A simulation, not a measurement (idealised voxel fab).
Title: Process Module voxel trench capacitor
Xsec cut, 175 nm wide, square cell size 5 nm.
Think of the cross-section as a grid of square cells. We describe it in bands, top to bottom, and each band covers one or more rows of those cells. Look at the band entry: it leads with the top's height and the bottom's height in nm. Then it lists the materials left to right, with a width in nm for each. The word "edge to edge" on a single material says that material fills the band edge to edge. The word "blank" is empty space. Height datum 0, below which the as-received substrate wafer is one material. Lowest band open at the bottom, running downward: "0 down". You'd read "30->40" like this: the band's top row of cells is as wide as the first number, its bottom row is as wide as the second, and going down, every row changes width by the same amount as the row before did. When a step is marked "nothing altered", none of the cells in the cross-section changed during that step. "Closed internal cavities": sealed empty spaces, 8 cells or more, no open way to top, listed width x height at distance, with distance from the left edge and width, height and distance in nm. Whatever follows a step's settings on its line is a remark the simulator itself makes about that step. When a step includes a mask, the "overlay nm" setting on its line states how far to the right of its planned place that mask lay, and negative values state how far to the left.

## List of planned process steps
1) RECEIVE [material Si]
2) CONFORMAL_DEP [material SiN] [thk nm 10]
3) DIRECTIONAL_DEP [material aC] [thk nm 15]
4) PATTERN [tone open] [mask id TRENCH] [material resist] [width nm 25] [pitch nm 55] [thk nm 35] [overlay nm 0]
5) DIRECTIONAL_ETCH [etch materials aC] [depth nm 15]
6) STRIP [etch materials resist]
7) DIRECTIONAL_ETCH [etch materials SiN] [depth nm 10]
8) DIRECTIONAL_ETCH [etch materials Si] [depth nm 25]
9) STRIP [etch materials aC]
10) CONFORMAL_DEP [material Al2O3] [thk nm 5]
11) CONFORMAL_DEP [material TiN] [thk nm 5]
12) FILL_DEP [material W] [thk nm 10]
13) CMP [height nm 10]

## Cross-section of the incoming wafer, state after step 1
	0 down = Si edge to edge
	Closed internal cavities: none

## The first of the two wafers as seen in cross-section once the module was finished; processing followed the plan
	10 to 0 = SiN=45; Al2O3=5; TiN=5; W=5; TiN=5; Al2O3=5; SiN=30; Al2O3=5; TiN=5; W=5; TiN=5; Al2O3=5; SiN=50
	0 to -15 = Si=45; Al2O3=5; TiN=5; W=5; TiN=5; Al2O3=5; Si=30; Al2O3=5; TiN=5; W=5; TiN=5; Al2O3=5; Si=50
	-15 to -20 = Si=45; Al2O3=5; TiN=15; Al2O3=5; Si=30; Al2O3=5; TiN=15; Al2O3=5; Si=50
	-20 to -25 = Si=45; Al2O3=25; Si=30; Al2O3=25; Si=50
	-25 down = Si edge to edge
	Closed internal cavities: none

## Cross-sectional image of the second wafer of the two following completion of the module. Starting state and process plan were the same as for the first wafer; one execution error occurred
	10 to 0 = SiN=45; Al2O3=5; TiN=5; W=10; TiN=5; Al2O3=5; SiN=25; Al2O3=5; TiN=5; W=10; TiN=5; Al2O3=5; SiN=45
	0 to -15 = Si=45; Al2O3=5; TiN=5; W=10; TiN=5; Al2O3=5; Si=25; Al2O3=5; TiN=5; W=10; TiN=5; Al2O3=5; Si=45
	-15 to -20 = Si=45; Al2O3=5; TiN=20; Al2O3=5; Si=25; Al2O3=5; TiN=20; Al2O3=5; Si=45
	-20 to -25 = Si=45; Al2O3=30; Si=25; Al2O3=30; Si=45
	-25 down = Si edge to edge
	Closed internal cavities: none
What was the processing mistake? step 4: run off-plan, actual operation and settings PATTERN [tone open] [mask id TRENCH] [material resist] [width nm 30] [pitch nm 55] [thk nm 35] [overlay nm 0]
Upon completion, the second wafer contains, in terms of cells, a greater or smaller amount of certain materials than the first wafer: Al2O3: 2 more; Si: 10 fewer; SiN: 4 fewer; TiN: 2 more; W: 10 more
